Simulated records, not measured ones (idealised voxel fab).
Herein follows the process module entitled voxel spacer lines.
FYI the section here is cut, 225 nm wide, cells are 5 nm squares.
If you're reading a cross-section in this doc, picture square cells in a grid; it comes to you as bands, top ones listed first down to the bottom, and a band can be one or more rows of cells. Basically the band line says how high the top is and how high the bottom is, in nm, and then what's in it from left to right, every material with its width in nm. Empty space shows up as "blank", and if a single material carries "throughout" it runs the full band edge to edge. Height datum 0, below which the as-received substrate wafer is one material. Lowest band open at the bottom, running downward: "0 and below". Graded width ("30..40"): value in top row of band = first number; value in bottom row = second number; row-to-row change constant. What does "no alterations made" mean for a step? It means no cell of the cross-section changed in that step. So "Sealed-off cavities" is basically the list of trapped voids: any empty space of 8 cells or more that can't reach the top through an opening. They're written width x height at distance, the distance being from the left edge, and it's all nm. Text after the settings on a step's line: the simulator's own remark on that step. overlay nm: how far to the right of its planned place the mask lay on this masked step (negative: to the left).
[plan]
1,RECEIVE [material Si]
2,CONFORMAL_DEP [material SiO2] [thk nm 10]
3,DIRECTIONAL_DEP [material W] [thk nm 15]
4,DIRECTIONAL_DEP [material aC] [thk nm 25]
5,PATTERN [tone cover] [mask id MANDREL] [material resist] [width nm 25] [pitch nm 70] [thk nm 35] [overlay nm 0]
6,DIRECTIONAL_ETCH [etch materials aC] [depth nm 25]
7,STRIP [etch materials resist]
8,CONFORMAL_DEP [material SiN] [thk nm 10]
9,DIRECTIONAL_ETCH [etch materials SiN] [depth nm 10]
10,STRIP [etch materials aC]
11,DIRECTIONAL_ETCH [etch materials W] [depth nm 5]
12,STRIP [etch materials SiN]
The plan shows the depth nm of step 11 as the first wafer had it; this setting differs between the wafers, which start out alike.
[Step 1 complete: as-received cross-section of the first of several wafers]
	0 and below | Si throughout
	Sealed-off cavities: none
[Here is the cross-section of the first of several wafers at the end of the module, after its last step, step 12]
	25 down to 20 | blank 20 nm; W 10 nm; blank 25 nm; W 10 nm; blank 25 nm; W 10 nm; blank 25 nm; W 10 nm; blank 25 nm; W 10 nm; blank 25 nm; W 10 nm; blank 20 nm
	20 down to 10 | W throughout
	10 down to 0 | SiO2 throughout
	0 and below | Si throughout
	Sealed-off cavities: none
[The last wafer as seen in cross-section at the end of the module]
	25 down to 10 | blank 20 nm; W 10 nm; blank 25 nm; W 10 nm; blank 25 nm; W 10 nm; blank 25 nm; W 10 nm; blank 25 nm; W 10 nm; blank 25 nm; W 10 nm; blank 20 nm
	10 down to 0 | SiO2 throughout
	0 and below | Si throughout
	Sealed-off cavities: none
[Wafer rows, end of module: cells per material gained (+) or lost (-) since receipt; closed voids last]
depth nm 5 | +90 SiO2 | +102 W | Sealed-off cavities: none
depth nm 10 | +90 SiO2 | +69 W | Sealed-off cavities: none
depth nm 15 | +90 SiO2 | +36 W | Sealed-off cavities: none
depth nm 20 | +90 SiO2 | +36 W | Sealed-off cavities: none
depth nm 25 | +90 SiO2 | +36 W | Sealed-off cavities: none
depth nm 30 | +90 SiO2 | +36 W | Sealed-off cavities: none
